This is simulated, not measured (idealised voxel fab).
Presented below is a process module, voxel gate over fins.
Section cut is 150 nm wide and gridded with 5 nm square cells.
Just so we're on the same page, the cross-sections are grids of square cells, and they're listed out in bands top to bottom, each band one or more rows deep. First you get the band's top height and its bottom height, in nm, and then the materials it's made of, left to right, with each width in nm. If you see a single material with "all across", that one covers the band edge to edge. "blank" is empty space. Heads up on the height convention: 0 is the point under which the incoming wafer is all one material, and the lowest band has no bottom, it just keeps going down, like "0 nm and below". Quick explanation for "30 to 40": the width changes in equal steps down the rows of cells, from the first number in the band's top row to the second number in its bottom row. Step note "same as before" = no cross-section cell changed. "Unvented cavities" specifies each empty space that is not open to the top and that occupies no fewer than 8 cells, using the form width x height at distance, the distance measured from the left edge and all three quantities in nm. Post-settings text on a step line: simulator's own remark regarding the step. "overlay nm" on a masked step: distance the mask lay right of its planned place, negative for left. Below you will find pairs of cross-sections. In each, one shows the wafer before one process step and the other after it, with the after view ending at the lowest band that changed. Under each pair is the step separating them, along with its settings. Do not assume the pairs form a chain: they can come from different runs of this module on the same starting wafer, and a pair continues from the pair above it only when its "Pre-step section" entry says so.

Pre-step section
* 0 nm and below = Si all across
* Unvented cavities: none

Structure After Step
* 10 nm to 0 nm = SiN all across
* Unchanged below 0.
* Unvented cavities: none
The before and after cross-sections above are linked by CONFORMAL_DEP | material SiN | thk nm 10

Pre-step section: the after view from the pair directly above serves as the before view here.

Structure After Step
* 20 nm to 10 nm = aC all across
* Unchanged below 10.
* Unvented cavities: none
The before and after cross-sections above are linked by DIRECTIONAL_DEP | material aC | thk nm 10

Pre-step section: the after view from the pair directly above serves as the before view here.

Structure After Step
* 45 nm to 20 nm = blank (15)  resist (15)  blank (20)  resist (15)  blank (20)  resist (15)  blank (20)  resist (15)  blank (15)
* Unchanged below 20.
* Unvented cavities: none
The before and after cross-sections above are linked by PATTERN | tone cover | mask id FINS | material resist | width nm 15 | pitch nm 35 | thk nm 25 | overlay nm 0

Pre-step section: the after view from the pair directly above serves as the before view here.

Structure After Step
* 35 nm to 20 nm = blank (15)  resist (15)  blank (20)  resist (15)  blank (20)  resist (15)  blank (20)  resist (15)  blank (15)
* 20 nm to 10 nm = blank (15)  aC (15)  blank (20)  aC (15)  blank (20)  aC (15)  blank (20)  aC (15)  blank (15)
* Unchanged below 10.
* Unvented cavities: none
The before and after cross-sections above are linked by DIRECTIONAL_ETCH | etch materials aC | depth nm 10

Pre-step section: the after view from the pair directly above serves as the before view here.

Structure After Step
* 20 nm to 10 nm = blank (15)  aC (15)  blank (20)  aC (15)  blank (20)  aC (15)  blank (20)  aC (15)  blank (15)
* Unchanged below 10.
* Unvented cavities: none
The before and after cross-sections above are linked by STRIP | etch materials resist

Pre-step section: the after view from the pair directly above serves as the before view here.

Structure After Step
* 20 nm to 10 nm = blank (15)  aC (15)  blank (20)  aC (15)  blank (20)  aC (15)  blank (20)  aC (15)  blank (15)
* 10 nm to 0 nm = blank (15)  SiN (15)  blank (20)  SiN (15)  blank (20)  SiN (15)  blank (20)  SiN (15)  blank (15)
* Unchanged below 0.
* Unvented cavities: none
The before and after cross-sections above are linked by DIRECTIONAL_ETCH | etch materials SiN | depth nm 10

Pre-step section: the after view from the pair directly above serves as the before view here.

Structure After Step
* 20 nm to 10 nm = blank (15)  aC (15)  blank (20)  aC (15)  blank (20)  aC (15)  blank (20)  aC (15)  blank (15)
* 10 nm to 0 nm = blank (15)  SiN (15)  blank (20)  SiN (15)  blank (20)  SiN (15)  blank (20)  SiN (15)  blank (15)
* 0 nm to -35 nm = blank (15)  Si (15)  blank (20)  Si (15)  blank (20)  Si (15)  blank (20)  Si (15)  blank (15)
* Unchanged below -35.
* Unvented cavities: none
The before and after cross-sections above are linked by DIRECTIONAL_ETCH | etch materials Si | depth nm 35

Pre-step section: the after view from the pair directly above serves as the before view here.

Structure After Step
* 10 nm to 0 nm = blank (15)  SiN (15)  blank (20)  SiN (15)  blank (20)  SiN (15)  blank (20)  SiN (15)  blank (15)
* Unchanged below 0.
* Unvented cavities: none
The before and after cross-sections above are linked by STRIP | etch materials aC

Pre-step section: the after view from the pair directly above serves as the before view here.

Structure After Step
* 20 nm to 10 nm = SiO2 all across
* 10 nm to 0 nm = SiO2 (15)  SiN (15)  SiO2 (20)  SiN (15)  SiO2 (20)  SiN (15)  SiO2 (20)  SiN (15)  SiO2 (15)
* 0 nm to -35 nm = SiO2 (15)  Si (15)  SiO2 (20)  Si (15)  SiO2 (20)  Si (15)  SiO2 (20)  Si (15)  SiO2 (15)
* Unchanged below -35.
* Unvented cavities: none
The before and after cross-sections above are linked by FILL_DEP | material SiO2 | thk nm 10

Pre-step section: the after view from the pair directly above serves as the before view here.

Structure After Step
* 10 nm to 0 nm = SiO2 (15)  SiN (15)  SiO2 (20)  SiN (15)  SiO2 (20)  SiN (15)  SiO2 (20)  SiN (15)  SiO2 (15)
* Unchanged below 0.
* Unvented cavities: none
The before and after cross-sections above are linked by CMP | height nm 10

Pre-step section: the after view from the pair directly above serves as the before view here.

Structure After Step
* 10 nm to 0 nm = blank (15)  SiN (15)  blank (20)  SiN (15)  blank (20)  SiN (15)  blank (20)  SiN (15)  blank (15)
* 0 nm to -10 nm = blank (15)  Si (15)  blank (20)  Si (15)  blank (20)  Si (15)  blank (20)  Si (15)  blank (15)
* Unchanged below -10.
* Unvented cavities: none
The before and after cross-sections above are linked by SELECTIVE_ETCH | etch materials SiO2 | depth nm 20

Pre-step section: the after view from the pair directly above serves as the before view here.

Structure After Step
* 0 nm to -10 nm = blank (15)  Si (15)  blank (20)  Si (15)  blank (20)  Si (15)  blank (20)  Si (15)  blank (15)
* Unchanged below -10.
* Unvented cavities: none
The before and after cross-sections above are linked by STRIP | etch materials SiN

Pre-step section: the after view from the pair directly above serves as the before view here.

Structure After Step
* 5 nm to 0 nm = blank (10)  HfO2 (25)  blank (10)  HfO2 (25)  blank (10)  HfO2 (25)  blank (10)  HfO2 (25)  blank (10)
* 0 nm to -5 nm = blank (10)  HfO2 (5)  Si (15)  HfO2 (5)  blank (10)  HfO2 (5)  Si (15)  HfO2 (5)  blank (10)  HfO2 (5)  Si (15)  HfO2 (5)  blank (10)  HfO2 (5)  Si (15)  HfO2 (5)  blank (10)
* -5 nm to -10 nm = HfO2 (15)  Si (15)  HfO2 (20)  Si (15)  HfO2 (20)  Si (15)  HfO2 (20)  Si (15)  HfO2 (15)
* Unchanged below -10.
* Unvented cavities: none
The before and after cross-sections above are linked by CONFORMAL_DEP | material HfO2 | thk nm 5

Pre-step section: the after view from the pair directly above serves as the before view here.

Structure After Step
* 10 nm to 5 nm = blank (5)  TiN (140)  blank (5)
* 5 nm to 0 nm = blank (5)  TiN (5)  HfO2 (25)  TiN (10)  HfO2 (25)  TiN (10)  HfO2 (25)  TiN (10)  HfO2 (25)  TiN (5)  blank (5)
* 0 nm to -5 nm = TiN (10)  HfO2 (5)  Si (15)  HfO2 (5)  TiN (10)  HfO2 (5)  Si (15)  HfO2 (5)  TiN (10)  HfO2 (5)  Si (15)  HfO2 (5)  TiN (10)  HfO2 (5)  Si (15)  HfO2 (5)  TiN (10)
* Unchanged below -5.
* Unvented cavities: none
The before and after cross-sections above are linked by CONFORMAL_DEP | material TiN | thk nm 5

Pre-step section: the after view from the pair directly above serves as the before view here.

Structure After Step
* 25 nm to 10 nm = W all across
* 10 nm to 5 nm = W (5)  TiN (140)  W (5)
* 5 nm to 0 nm = W (5)  TiN (5)  HfO2 (25)  TiN (10)  HfO2 (25)  TiN (10)  HfO2 (25)  TiN (10)  HfO2 (25)  TiN (5)  W (5)
* Unchanged below 0.
* Unvented cavities: none
The before and after cross-sections above are linked by FILL_DEP | material W | thk nm 15

Pre-step section: the after view from the pair directly above serves as the before view here.

Structure After Step
* 20 nm to 10 nm = W all across
* Unchanged below 10.
* Unvented cavities: none
The before and after cross-sections above are linked by CMP | height nm 20

Pre-step section: the after view from the pair directly above serves as the before view here.

Structure After Step
* 25 nm to 20 nm = SiCN all across
* Unchanged below 20.
* Unvented cavities: none
The before and after cross-sections above are linked by CONFORMAL_DEP | material SiCN | thk nm 5

Pre-step section
* 0 nm to -10 nm = blank (15)  Si (15)  blank (20)  Si (15)  blank (20)  Si (15)  blank (20)  Si (15)  blank (15)
* -10 nm to -35 nm = SiO2 (15)  Si (15)  SiO2 (20)  Si (15)  SiO2 (20)  Si (15)  SiO2 (20)  Si (15)  SiO2 (15)
* -35 nm and below = Si all across
* Unvented cavities: none

Structure After Step
* 5 nm to 0 nm = blank (10)  TiN (25)  blank (10)  TiN (25)  blank (10)  TiN (25)  blank (10)  TiN (25)  blank (10)
* 0 nm to -5 nm = blank (10)  TiN (5)  Si (15)  TiN (5)  blank (10)  TiN (5)  Si (15)  TiN (5)  blank (10)  TiN (5)  Si (15)  TiN (5)  blank (10)  TiN (5)  Si (15)  TiN (5)  blank (10)
* -5 nm to -10 nm = TiN (15)  Si (15)  TiN (20)  Si (15)  TiN (20)  Si (15)  TiN (20)  Si (15)  TiN (15)
* Unchanged below -10.
* Unvented cavities: none
The before and after cross-sections above are linked by CONFORMAL_DEP | material TiN | thk nm 5

Pre-step section: the after view from the pair directly above serves as the before view here.

Structure After Step
* 20 nm to 5 nm = W all across
* 5 nm to 0 nm = W (10)  TiN (25)  W (10)  TiN (25)  W (10)  TiN (25)  W (10)  TiN (25)  W (10)
* 0 nm to -5 nm = W (10)  TiN (5)  Si (15)  TiN (5)  W (10)  TiN (5)  Si (15)  TiN (5)  W (10)  TiN (5)  Si (15)  TiN (5)  W (10)  TiN (5)  Si (15)  TiN (5)  W (10)
* Unchanged below -5.
* Unvented cavities: none
The before and after cross-sections above are linked by FILL_DEP | material W | thk nm 15

Pre-step section: the after view from the pair directly above serves as the before view here.

Structure After Step
* 25 nm to 20 nm = SiCN all across
* Unchanged below 20.
* Unvented cavities: none
The before and after cross-sections above are linked by CONFORMAL_DEP | material SiCN | thk nm 5

Pre-step section
* 10 nm to 0 nm = blank (15)  SiN (15)  blank (20)  SiN (15)  blank (20)  SiN (15)  blank (20)  SiN (15)  blank (15)
* 0 nm to -10 nm = blank (15)  Si (15)  blank (20)  Si (15)  blank (20)  Si (15)  blank (20)  Si (15)  blank (15)
* -10 nm to -35 nm = SiO2 (15)  Si (15)  SiO2 (20)  Si (15)  SiO2 (20)  Si (15)  SiO2 (20)  Si (15)  SiO2 (15)
* -35 nm and below = Si all across
* Unvented cavities: none

Structure After Step
* 10 nm to 0 nm = blank (15)  SiN (15)  blank (20)  SiN (15)  blank (20)  SiN (15)  blank (20)  SiN (15)  blank (15)
* 0 nm to -30 nm = blank (15)  Si (15)  blank (20)  Si (15)  blank (20)  Si (15)  blank (20)  Si (15)  blank (15)
* Unchanged below -30.
* Unvented cavities: none
The before and after cross-sections above are linked by SELECTIVE_ETCH | etch materials SiO2 | depth nm 20

Pre-step section: the after view from the pair directly above serves as the before view here.

Structure After Step
* 0 nm to -30 nm = blank (15)  Si (15)  blank (20)  Si (15)  blank (20)  Si (15)  blank (20)  Si (15)  blank (15)
* Unchanged below -30.
* Unvented cavities: none
The before and after cross-sections above are linked by STRIP | etch materials SiN

Pre-step section: the after view from the pair directly above serves as the before view here.

Structure After Step
* 5 nm to 0 nm = blank (10)  HfO2 (25)  blank (10)  HfO2 (25)  blank (10)  HfO2 (25)  blank (10)  HfO2 (25)  blank (10)
* 0 nm to -25 nm = blank (10)  HfO2 (5)  Si (15)  HfO2 (5)  blank (10)  HfO2 (5)  Si (15)  HfO2 (5)  blank (10)  HfO2 (5)  Si (15)  HfO2 (5)  blank (10)  HfO2 (5)  Si (15)  HfO2 (5)  blank (10)
* -25 nm to -30 nm = HfO2 (15)  Si (15)  HfO2 (20)  Si (15)  HfO2 (20)  Si (15)  HfO2 (20)  Si (15)  HfO2 (15)
* Unchanged below -30.
* Unvented cavities: none
The before and after cross-sections above are linked by CONFORMAL_DEP | material HfO2 | thk nm 5

Pre-step section: the after view from the pair directly above serves as the before view here.

Structure After Step
* 10 nm to 5 nm = blank (5)  TiN (140)  blank (5)
* 5 nm to 0 nm = blank (5)  TiN (5)  HfO2 (25)  TiN (10)  HfO2 (25)  TiN (10)  HfO2 (25)  TiN (10)  HfO2 (25)  TiN (5)  blank (5)
* 0 nm to -20 nm = blank (5)  TiN (5)  HfO2 (5)  Si (15)  HfO2 (5)  TiN (10)  HfO2 (5)  Si (15)  HfO2 (5)  TiN (10)  HfO2 (5)  Si (15)  HfO2 (5)  TiN (10)  HfO2 (5)  Si (15)  HfO2 (5)  TiN (5)  blank (5)
* -20 nm to -25 nm = TiN (10)  HfO2 (5)  Si (15)  HfO2 (5)  TiN (10)  HfO2 (5)  Si (15)  HfO2 (5)  TiN (10)  HfO2 (5)  Si (15)  HfO2 (5)  TiN (10)  HfO2 (5)  Si (15)  HfO2 (5)  TiN (10)
* Unchanged below -25.
* Unvented cavities: none
The before and after cross-sections above are linked by CONFORMAL_DEP | material TiN | thk nm 5

Pre-step section: the after view from the pair directly above serves as the before view here.

Structure After Step
* 25 nm to 10 nm = W all across
* 10 nm to 5 nm = W (5)  TiN (140)  W (5)
* 5 nm to 0 nm = W (5)  TiN (5)  HfO2 (25)  TiN (10)  HfO2 (25)  TiN (10)  HfO2 (25)  TiN (10)  HfO2 (25)  TiN (5)  W (5)
* 0 nm to -20 nm = W (5)  TiN (5)  HfO2 (5)  Si (15)  HfO2 (5)  TiN (10)  HfO2 (5)  Si (15)  HfO2 (5)  TiN (10)  HfO2 (5)  Si (15)  HfO2 (5)  TiN (10)  HfO2 (5)  Si (15)  HfO2 (5)  TiN (5)  W (5)
* Unchanged below -20.
* Unvented cavities: none
The before and after cross-sections above are linked by FILL_DEP | material W | thk nm 15

Pre-step section: the after view from the pair directly above serves as the before view here.

Structure After Step
* 20 nm to 10 nm = W all across
* Unchanged below 10.
* Unvented cavities: none
The before and after cross-sections above are linked by CMP | height nm 20

Pre-step section: the after view from the pair directly above serves as the before view here.

Structure After Step
* 25 nm to 20 nm = SiCN all across
* Unchanged below 20.
* Unvented cavities: none
The before and after cross-sections above are linked by CONFORMAL_DEP | material SiCN | thk nm 5

Pre-step section
* 5 nm to 0 nm = blank (10)  TiN (25)  blank (10)  TiN (25)  blank (10)  TiN (25)  blank (10)  TiN (25)  blank (10)
* 0 nm to -5 nm = blank (10)  TiN (5)  Si (15)  TiN (5)  blank (10)  TiN (5)  Si (15)  TiN (5)  blank (10)  TiN (5)  Si (15)  TiN (5)  blank (10)  TiN (5)  Si (15)  TiN (5)  blank (10)
* -5 nm to -10 nm = TiN (15)  Si (15)  TiN (20)  Si (15)  TiN (20)  Si (15)  TiN (20)  Si (15)  TiN (15)
* -10 nm to -35 nm = SiO2 (15)  Si (15)  SiO2 (20)  Si (15)  SiO2 (20)  Si (15)  SiO2 (20)  Si (15)  SiO2 (15)
* -35 nm and below = Si all across
* Unvented cavities: none

Structure After Step
* 10 nm to 5 nm = blank (5)  HfO2 (140)  blank (5)
* 5 nm to 0 nm = blank (5)  HfO2 (5)  TiN (25)  HfO2 (10)  TiN (25)  HfO2 (10)  TiN (25)  HfO2 (10)  TiN (25)  HfO2 (5)  blank (5)
* 0 nm to -5 nm = HfO2 (10)  TiN (5)  Si (15)  TiN (5)  HfO2 (10)  TiN (5)  Si (15)  TiN (5)  HfO2 (10)  TiN (5)  Si (15)  TiN (5)  HfO2 (10)  TiN (5)  Si (15)  TiN (5)  HfO2 (10)
* Unchanged below -5.
* Unvented cavities: none
The before and after cross-sections above are linked by CONFORMAL_DEP | material HfO2 | thk nm 5

Pre-step section: the after view from the pair directly above serves as the before view here.

Structure After Step
* 25 nm to 10 nm = W all across
* 10 nm to 5 nm = W (5)  HfO2 (140)  W (5)
* 5 nm to 0 nm = W (5)  HfO2 (5)  TiN (25)  HfO2 (10)  TiN (25)  HfO2 (10)  TiN (25)  HfO2 (10)  TiN (25)  HfO2 (5)  W (5)
* Unchanged below 0.
* Unvented cavities: none
The before and after cross-sections above are linked by FILL_DEP | material W | thk nm 15

Pre-step section: the after view from the pair directly above serves as the before view here.

Structure After Step
* 20 nm to 10 nm = W all across
* Unchanged below 10.
* Unvented cavities: none
The before and after cross-sections above are linked by CMP | height nm 20

Pre-step section: the after view from the pair directly above serves as the before view here.

Structure After Step
* 25 nm to 20 nm = SiCN all across
* Unchanged below 20.
* Unvented cavities: none
The before and after cross-sections above are linked by CONFORMAL_DEP | material SiCN | thk nm 5

Pre-step section
* 20 nm to 10 nm = blank (15)  aC (15)  blank (20)  aC (15)  blank (20)  aC (15)  blank (20)  aC (15)  blank (15)
* 10 nm to 0 nm = blank (15)  SiN (15)  blank (20)  SiN (15)  blank (20)  SiN (15)  blank (20)  SiN (15)  blank (15)
* 0 nm and below = Si all across
* Unvented cavities: none

Structure After Step
* 20 nm to 10 nm = blank (15)  aC (15)  blank (20)  aC (15)  blank (20)  aC (15)  blank (20)  aC (15)  blank (15)
* 10 nm to 0 nm = blank (15)  SiN (15)  blank (20)  SiN (15)  blank (20)  SiN (15)  blank (20)  SiN (15)  blank (15)
* 0 nm to -40 nm = blank (15)  Si (15)  blank (20)  Si (15)  blank (20)  Si (15)  blank (20)  Si (15)  blank (15)
* Unchanged below -40.
* Unvented cavities: none
The before and after cross-sections above are linked by DIRECTIONAL_ETCH | etch materials Si | depth nm 40

Pre-step section: the after view from the pair directly above serves as the before view here.

Structure After Step
* 10 nm to 0 nm = blank (15)  SiN (15)  blank (20)  SiN (15)  blank (20)  SiN (15)  blank (20)  SiN (15)  blank (15)
* Unchanged below 0.
* Unvented cavities: none
The before and after cross-sections above are linked by STRIP | etch materials aC

Pre-step section: the after view from the pair directly above serves as the before view here.

Structure After Step
* 20 nm to 10 nm = SiO2 all across
* 10 nm to 0 nm = SiO2 (15)  SiN (15)  SiO2 (20)  SiN (15)  SiO2 (20)  SiN (15)  SiO2 (20)  SiN (15)  SiO2 (15)
* 0 nm to -40 nm = SiO2 (15)  Si (15)  SiO2 (20)  Si (15)  SiO2 (20)  Si (15)  SiO2 (20)  Si (15)  SiO2 (15)
* Unchanged below -40.
* Unvented cavities: none
The before and after cross-sections above are linked by FILL_DEP | material SiO2 | thk nm 10

Pre-step section: the after view from the pair directly above serves as the before view here.

Structure After Step
* 10 nm to 0 nm = SiO2 (15)  SiN (15)  SiO2 (20)  SiN (15)  SiO2 (20)  SiN (15)  SiO2 (20)  SiN (15)  SiO2 (15)
* Unchanged below 0.
* Unvented cavities: none
The before and after cross-sections above are linked by CMP | height nm 10

Pre-step section: the after view from the pair directly above serves as the before view here.

Structure After Step
* 10 nm to 0 nm = blank (15)  SiN (15)  blank (20)  SiN (15)  blank (20)  SiN (15)  blank (20)  SiN (15)  blank (15)
* 0 nm to -10 nm = blank (15)  Si (15)  blank (20)  Si (15)  blank (20)  Si (15)  blank (20)  Si (15)  blank (15)
* Unchanged below -10.
* Unvented cavities: none
The before and after cross-sections above are linked by SELECTIVE_ETCH | etch materials SiO2 | depth nm 20

Pre-step section: the after view from the pair directly above serves as the before view here.

Structure After Step
* 0 nm to -10 nm = blank (15)  Si (15)  blank (20)  Si (15)  blank (20)  Si (15)  blank (20)  Si (15)  blank (15)
* Unchanged below -10.
* Unvented cavities: none
The before and after cross-sections above are linked by STRIP | etch materials SiN

Pre-step section: the after view from the pair directly above serves as the before view here.

Structure After Step
* 5 nm to 0 nm = blank (10)  HfO2 (25)  blank (10)  HfO2 (25)  blank (10)  HfO2 (25)  blank (10)  HfO2 (25)  blank (10)
* 0 nm to -5 nm = blank (10)  HfO2 (5)  Si (15)  HfO2 (5)  blank (10)  HfO2 (5)  Si (15)  HfO2 (5)  blank (10)  HfO2 (5)  Si (15)  HfO2 (5)  blank (10)  HfO2 (5)  Si (15)  HfO2 (5)  blank (10)
* -5 nm to -10 nm = HfO2 (15)  Si (15)  HfO2 (20)  Si (15)  HfO2 (20)  Si (15)  HfO2 (20)  Si (15)  HfO2 (15)
* Unchanged below -10.
* Unvented cavities: none
The before and after cross-sections above are linked by CONFORMAL_DEP | material HfO2 | thk nm 5

Pre-step section: the after view from the pair directly above serves as the before view here.

Structure After Step
* 10 nm to 5 nm = blank (5)  TiN (140)  blank (5)
* 5 nm to 0 nm = blank (5)  TiN (5)  HfO2 (25)  TiN (10)  HfO2 (25)  TiN (10)  HfO2 (25)  TiN (10)  HfO2 (25)  TiN (5)  blank (5)
* 0 nm to -5 nm = TiN (10)  HfO2 (5)  Si (15)  HfO2 (5)  TiN (10)  HfO2 (5)  Si (15)  HfO2 (5)  TiN (10)  HfO2 (5)  Si (15)  HfO2 (5)  TiN (10)  HfO2 (5)  Si (15)  HfO2 (5)  TiN (10)
* Unchanged below -5.
* Unvented cavities: none
The before and after cross-sections above are linked by CONFORMAL_DEP | material TiN | thk nm 5

Pre-step section: the after view from the pair directly above serves as the before view here.

Structure After Step
* 25 nm to 10 nm = W all across
* 10 nm to 5 nm = W (5)  TiN (140)  W (5)
* 5 nm to 0 nm = W (5)  TiN (5)  HfO2 (25)  TiN (10)  HfO2 (25)  TiN (10)  HfO2 (25)  TiN (10)  HfO2 (25)  TiN (5)  W (5)
* Unchanged below 0.
* Unvented cavities: none
The before and after cross-sections above are linked by FILL_DEP | material W | thk nm 15

Pre-step section: the after view from the pair directly above serves as the before view here.

Structure After Step
* 20 nm to 10 nm = W all across
* Unchanged below 10.
* Unvented cavities: none
The before and after cross-sections above are linked by CMP | height nm 20

Pre-step section: the after view from the pair directly above serves as the before view here.

Structure After Step
* 25 nm to 20 nm = SiCN all across
* Unchanged below 20.
* Unvented cavities: none
The before and after cross-sections above are linked by CONFORMAL_DEP | material SiCN | thk nm 5

Pre-step section
* 20 nm to 10 nm = W all across
* 10 nm to 5 nm = W (5)  TiN (140)  W (5)
* 5 nm to 0 nm = W (5)  TiN (5)  HfO2 (25)  TiN (10)  HfO2 (25)  TiN (10)  HfO2 (25)  TiN (10)  HfO2 (25)  TiN (5)  W (5)
* 0 nm to -5 nm = TiN (10)  HfO2 (5)  Si (15)  HfO2 (5)  TiN (10)  HfO2 (5)  Si (15)  HfO2 (5)  TiN (10)  HfO2 (5)  Si (15)  HfO2 (5)  TiN (10)  HfO2 (5)  Si (15)  HfO2 (5)  TiN (10)
* -5 nm to -10 nm = HfO2 (15)  Si (15)  HfO2 (20)  Si (15)  HfO2 (20)  Si (15)  HfO2 (20)  Si (15)  HfO2 (15)
* -10 nm to -35 nm = SiO2 (15)  Si (15)  SiO2 (20)  Si (15)  SiO2 (20)  Si (15)  SiO2 (20)  Si (15)  SiO2 (15)
* -35 nm and below = Si all across
* Unvented cavities: none

Structure After Step
* 25 nm to 20 nm = aC all across
* Unchanged below 20.
* Unvented cavities: none
The before and after cross-sections above are linked by CONFORMAL_DEP | material aC | thk nm 5

Pre-step section
* 20 nm to 10 nm = aC all across
* 10 nm to 0 nm = SiN all across
* 0 nm and below = Si all across
* Unvented cavities: none

Structure After Step
* 45 nm to 20 nm = resist (15)  blank (15)  resist (20)  blank (15)  resist (20)  blank (15)  resist (20)  blank (15)  resist (15)
* Unchanged below 20.
* Unvented cavities: none
The before and after cross-sections above are linked by PATTERN | tone open | mask id FINS | material resist | width nm 15 | pitch nm 35 | thk nm 25 | overlay nm 0

Pre-step section: the after view from the pair directly above serves as the before view here.

Structure After Step
* 35 nm to 20 nm = resist (15)  blank (15)  resist (20)  blank (15)  resist (20)  blank (15)  resist (20)  blank (15)  resist (15)
* 20 nm to 10 nm = aC (15)  blank (15)  aC (20)  blank (15)  aC (20)  blank (15)  aC (20)  blank (15)  aC (15)
* Unchanged below 10.
* Unvented cavities: none
The before and after cross-sections above are linked by DIRECTIONAL_ETCH | etch materials aC | depth nm 10

Pre-step section: the after view from the pair directly above serves as the before view here.

Structure After Step
* 20 nm to 10 nm = aC (15)  blank (15)  aC (20)  blank (15)  aC (20)  blank (15)  aC (20)  blank (15)  aC (15)
* Unchanged below 10.
* Unvented cavities: none
The before and after cross-sections above are linked by STRIP | etch materials resist

Pre-step section: the after view from the pair directly above serves as the before view here.

Structure After Step
* 20 nm to 10 nm = aC (15)  blank (15)  aC (20)  blank (15)  aC (20)  blank (15)  aC (20)  blank (15)  aC (15)
* 10 nm to 0 nm = SiN (15)  blank (15)  SiN (20)  blank (15)  SiN (20)  blank (15)  SiN (20)  blank (15)  SiN (15)
* Unchanged below 0.
* Unvented cavities: none
The before and after cross-sections above are linked by DIRECTIONAL_ETCH | etch materials SiN | depth nm 10

Pre-step section: the after view from the pair directly above serves as the before view here.

Structure After Step
* 20 nm to 10 nm = aC (15)  blank (15)  aC (20)  blank (15)  aC (20)  blank (15)  aC (20)  blank (15)  aC (15)
* 10 nm to 0 nm = SiN (15)  blank (15)  SiN (20)  blank (15)  SiN (20)  blank (15)  SiN (20)  blank (15)  SiN (15)
* 0 nm to -35 nm = Si (15)  blank (15)  Si (20)  blank (15)  Si (20)  blank (15)  Si (20)  blank (15)  Si (15)
* Unchanged below -35.
* Unvented cavities: none
The before and after cross-sections above are linked by DIRECTIONAL_ETCH | etch materials Si | depth nm 35

Pre-step section: the after view from the pair directly above serves as the before view here.

Structure After Step
* 10 nm to 0 nm = SiN (15)  blank (15)  SiN (20)  blank (15)  SiN (20)  blank (15)  SiN (20)  blank (15)  SiN (15)
* Unchanged below 0.
* Unvented cavities: none
The before and after cross-sections above are linked by STRIP | etch materials aC

Pre-step section: the after view from the pair directly above serves as the before view here.

Structure After Step
* 20 nm to 10 nm = SiO2 all across
* 10 nm to 0 nm = SiN (15)  SiO2 (15)  SiN (20)  SiO2 (15)  SiN (20)  SiO2 (15)  SiN (20)  SiO2 (15)  SiN (15)
* 0 nm to -35 nm = Si (15)  SiO2 (15)  Si (20)  SiO2 (15)  Si (20)  SiO2 (15)  Si (20)  SiO2 (15)  Si (15)
* Unchanged below -35.
* Unvented cavities: none
The before and after cross-sections above are linked by FILL_DEP | material SiO2 | thk nm 10

Pre-step section: the after view from the pair directly above serves as the before view here.

Structure After Step
* 10 nm to 0 nm = SiN (15)  SiO2 (15)  SiN (20)  SiO2 (15)  SiN (20)  SiO2 (15)  SiN (20)  SiO2 (15)  SiN (15)
* Unchanged below 0.
* Unvented cavities: none
The before and after cross-sections above are linked by CMP | height nm 10

Pre-step section: the after view from the pair directly above serves as the before view here.

Structure After Step
* 10 nm to 0 nm = SiN (15)  blank (15)  SiN (20)  blank (15)  SiN (20)  blank (15)  SiN (20)  blank (15)  SiN (15)
* 0 nm to -10 nm = Si (15)  blank (15)  Si (20)  blank (15)  Si (20)  blank (15)  Si (20)  blank (15)  Si (15)
* Unchanged below -10.
* Unvented cavities: none
The before and after cross-sections above are linked by SELECTIVE_ETCH | etch materials SiO2 | depth nm 20

Pre-step section: the after view from the pair directly above serves as the before view here.

Structure After Step
* 0 nm to -10 nm = Si (15)  blank (15)  Si (20)  blank (15)  Si (20)  blank (15)  Si (20)  blank (15)  Si (15)
* Unchanged below -10.
* Unvented cavities: none
The before and after cross-sections above are linked by STRIP | etch materials SiN

Pre-step section: the after view from the pair directly above serves as the before view here.

Structure After Step
* 5 nm to 0 nm = HfO2 (20)  blank (5)  HfO2 (30)  blank (5)  HfO2 (30)  blank (5)  HfO2 (30)  blank (5)  HfO2 (20)
* 0 nm to -5 nm = Si (15)  HfO2 (5)  blank (5)  HfO2 (5)  Si (20)  HfO2 (5)  blank (5)  HfO2 (5)  Si (20)  HfO2 (5)  blank (5)  HfO2 (5)  Si (20)  HfO2 (5)  blank (5)  HfO2 (5)  Si (15)
* -5 nm to -10 nm = Si (15)  HfO2 (15)  Si (20)  HfO2 (15)  Si (20)  HfO2 (15)  Si (20)  HfO2 (15)  Si (15)
* Unchanged below -10.
* Unvented cavities: none
The before and after cross-sections above are linked by CONFORMAL_DEP | material HfO2 | thk nm 5

Pre-step section: the after view from the pair directly above serves as the before view here.

Structure After Step
* 10 nm to 5 nm = TiN all across
* 5 nm to 0 nm = HfO2 (20)  TiN (5)  HfO2 (30)  TiN (5)  HfO2 (30)  TiN (5)  HfO2 (30)  TiN (5)  HfO2 (20)
* 0 nm to -5 nm = Si (15)  HfO2 (5)  TiN (5)  HfO2 (5)  Si (20)  HfO2 (5)  TiN (5)  HfO2 (5)  Si (20)  HfO2 (5)  TiN (5)  HfO2 (5)  Si (20)  HfO2 (5)  TiN (5)  HfO2 (5)  Si (15)
* Unchanged below -5.
* Unvented cavities: none
The before and after cross-sections above are linked by CONFORMAL_DEP | material TiN | thk nm 5

Pre-step section: the after view from the pair directly above serves as the before view here.

Structure After Step
* 25 nm to 10 nm = W all across
* Unchanged below 10.
* Unvented cavities: none
The before and after cross-sections above are linked by FILL_DEP | material W | thk nm 15

Pre-step section: the after view from the pair directly above serves as the before view here.

Structure After Step
* 20 nm to 10 nm = W all across
* Unchanged below 10.
* Unvented cavities: none
The before and after cross-sections above are linked by CMP | height nm 20

Pre-step section: the after view from the pair directly above serves as the before view here.

Structure After Step
* 25 nm to 20 nm = SiCN all across
* Unchanged below 20.
* Unvented cavities: none
The before and after cross-sections above are linked by CONFORMAL_DEP | material SiCN | thk nm 5
